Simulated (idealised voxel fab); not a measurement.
You're looking at the process module voxel fin reveal.
Displayed cross-section: cut, width of 235 nm, square cells sized 5 nm.
Square cells in a grid make up a cross-section in this document, and the grid is given as bands, listed from the top down, each one or more rows of cells.
Heights first: top, then bottom, in nm. Then materials, left to right, each with a width in nm. "full width" on a single material: fills the band edge to edge. "air": empty space.
Height 0 is the level under which the wafer as received is all one material. The lowest band goes on downwards, as in "0..down".
The expression "30 to 40" gives the width at the extremes of the band, the first number at its top row of cells and the second at its bottom row, with the width changing by equal amounts from each row to the next in between.
Any step labelled "nothing altered" changed none of the cells in the cross-section.
Basically, "Voids lacking openings" tells you about the enclosed voids: empty spaces with no open way to the top, 8 cells or bigger, each written width x height at distance, where distance is from the left edge, all in nm.
The remark found on a step's line after its settings is issued by the simulator itself and pertains to that step.
overlay nm: on a step with a mask, how far right of its planned place the mask lay; negative means left.
So here's the lineup of process steps we planned:
- 1: op RECEIVE | material Si
- 2: op CONFORMAL_DEP | material SiN | thk nm 5
- 3: op PATTERN | tone cover | mask id FINS | material resist | width nm 15 | pitch nm 40 | thk nm 20 | overlay nm 0
- 4: op DIRECTIONAL_ETCH | etch materials SiN | depth nm 5
- 5: op DIRECTIONAL_ETCH | etch materials Si | depth nm 40
- 6: op STRIP | etch materials resist
- 7: op FILL_DEP | material SiO2 | thk nm 10
- 8: op CMP | height nm 5
- 9: op SELECTIVE_ETCH | etch materials SiO2 | depth nm 30
- 10: op STRIP | etch materials SiN
- 11: op CONFORMAL_DEP | material SiO2 | thk nm 5
Run as planned: first of two wafers:
As-received wafer cross-section (after step 1):
    0..down  Si full width
    Voids lacking openings: none
after step 2:
    5..0  SiN full width
    below 0: unchanged
after step 3:
    25..5  air=50 / resist=15 / air=25 / resist=15 / air=25 / resist=15 / air=25 / resist=15 / air=50
    below 5: unchanged
after step 4:
    25..5  air=50 / resist=15 / air=25 / resist=15 / air=25 / resist=15 / air=25 / resist=15 / air=50
    5..0  air=50 / SiN=15 / air=25 / SiN=15 / air=25 / SiN=15 / air=25 / SiN=15 / air=50
    below 0: unchanged
after step 5:
    25..5  air=50 / resist=15 / air=25 / resist=15 / air=25 / resist=15 / air=25 / resist=15 / air=50
    5..0  air=50 / SiN=15 / air=25 / SiN=15 / air=25 / SiN=15 / air=25 / SiN=15 / air=50
    0..-40  air=50 / Si=15 / air=25 / Si=15 / air=25 / Si=15 / air=25 / Si=15 / air=50
    below -40: unchanged
after step 6:
    5..0  air=50 / SiN=15 / air=25 / SiN=15 / air=25 / SiN=15 / air=25 / SiN=15 / air=50
    below 0: unchanged
after step 7:
    15..5  SiO2 full width
    5..0  SiO2=50 / SiN=15 / SiO2=25 / SiN=15 / SiO2=25 / SiN=15 / SiO2=25 / SiN=15 / SiO2=50
    0..-40  SiO2=50 / Si=15 / SiO2=25 / Si=15 / SiO2=25 / Si=15 / SiO2=25 / Si=15 / SiO2=50
    below -40: unchanged
after step 8:
    5..0  SiO2=50 / SiN=15 / SiO2=25 / SiN=15 / SiO2=25 / SiN=15 / SiO2=25 / SiN=15 / SiO2=50
    below 0: unchanged
after step 9:
    5..0  air=50 / SiN=15 / air=25 / SiN=15 / air=25 / SiN=15 / air=25 / SiN=15 / air=50
    0..-25  air=50 / Si=15 / air=25 / Si=15 / air=25 / Si=15 / air=25 / Si=15 / air=50
    below -25: unchanged
after step 10:
    0..-25  air=50 / Si=15 / air=25 / Si=15 / air=25 / Si=15 / air=25 / Si=15 / air=50
    below -25: unchanged
after step 11:
    5..0  air=45 / SiO2=25 / air=15 / SiO2=25 / air=15 / SiO2=25 / air=15 / SiO2=25 / air=45
    0..-20  air=45 / SiO2=5 / Si=15 / SiO2=5 / air=15 / SiO2=5 / Si=15 / SiO2=5 / air=15 / SiO2=5 / Si=15 / SiO2=5 / air=15 / SiO2=5 / Si=15 / SiO2=5 / air=45
    -20..-40  SiO2=50 / Si=15 / SiO2=25 / Si=15 / SiO2=25 / Si=15 / SiO2=25 / Si=15 / SiO2=50
    below -40: unchanged
Now the other wafer: same start, same recipe, but we messed up one thing when running it. Up to and including step 2 it's the same as the first one:
Cross-section of the second wafer at the time step 3 of the plan should have ended:
    25..5  air=60 / resist=15 / air=25 / resist=15 / air=25 / resist=15 / air=25 / resist=15 / air=40
    below 5: unchanged
Cross-section of the second wafer at the time step 4 of the plan should have ended:
    25..5  air=60 / resist=15 / air=25 / resist=15 / air=25 / resist=15 / air=25 / resist=15 / air=40
    5..0  air=60 / SiN=15 / air=25 / SiN=15 / air=25 / SiN=15 / air=25 / SiN=15 / air=40
    below 0: unchanged
Cross-section of the second wafer at the time step 5 of the plan should have ended:
    25..5  air=60 / resist=15 / air=25 / resist=15 / air=25 / resist=15 / air=25 / resist=15 / air=40
    5..0  air=60 / SiN=15 / air=25 / SiN=15 / air=25 / SiN=15 / air=25 / SiN=15 / air=40
    0..-40  air=60 / Si=15 / air=25 / Si=15 / air=25 / Si=15 / air=25 / Si=15 / air=40
    below -40: unchanged
Cross-section of the second wafer at the time step 6 of the plan should have ended:
    5..0  air=60 / SiN=15 / air=25 / SiN=15 / air=25 / SiN=15 / air=25 / SiN=15 / air=40
    below 0: unchanged
Cross-section of the second wafer at the time step 7 of the plan should have ended:
    15..5  SiO2 full width
    5..0  SiO2=60 / SiN=15 / SiO2=25 / SiN=15 / SiO2=25 / SiN=15 / SiO2=25 / SiN=15 / SiO2=40
    0..-40  SiO2=60 / Si=15 / SiO2=25 / Si=15 / SiO2=25 / Si=15 / SiO2=25 / Si=15 / SiO2=40
    below -40: unchanged
Cross-section of the second wafer at the time step 8 of the plan should have ended:
    5..0  SiO2=60 / SiN=15 / SiO2=25 / SiN=15 / SiO2=25 / SiN=15 / SiO2=25 / SiN=15 / SiO2=40
    below 0: unchanged
Cross-section of the second wafer at the time step 9 of the plan should have ended:
    5..0  air=60 / SiN=15 / air=25 / SiN=15 / air=25 / SiN=15 / air=25 / SiN=15 / air=40
    0..-25  air=60 / Si=15 / air=25 / Si=15 / air=25 / Si=15 / air=25 / Si=15 / air=40
    below -25: unchanged
Cross-section of the second wafer at the time step 10 of the plan should have ended:
    0..-25  air=60 / Si=15 / air=25 / Si=15 / air=25 / Si=15 / air=25 / Si=15 / air=40
    below -25: unchanged
Cross-section of the second wafer at the time step 11 of the plan should have ended:
    5..0  air=55 / SiO2=25 / air=15 / SiO2=25 / air=15 / SiO2=25 / air=15 / SiO2=25 / air=35
    0..-20  air=55 / SiO2=5 / Si=15 / SiO2=5 / air=15 / SiO2=5 / Si=15 / SiO2=5 / air=15 / SiO2=5 / Si=15 / SiO2=5 / air=15 / SiO2=5 / Si=15 / SiO2=5 / air=35
    -20..-40  SiO2=60 / Si=15 / SiO2=25 / Si=15 / SiO2=25 / Si=15 / SiO2=25 / Si=15 / SiO2=40
    below -40: unchanged
Misprocessing identified: step 3 changed vs plan, executed as op PATTERN | tone cover | mask id FINS | material resist | width nm 15 | pitch nm 40 | thk nm 20 | overlay nm 10
At the end, the second wafer has the same number of cells of each material as the first, but those cells sit in other places.
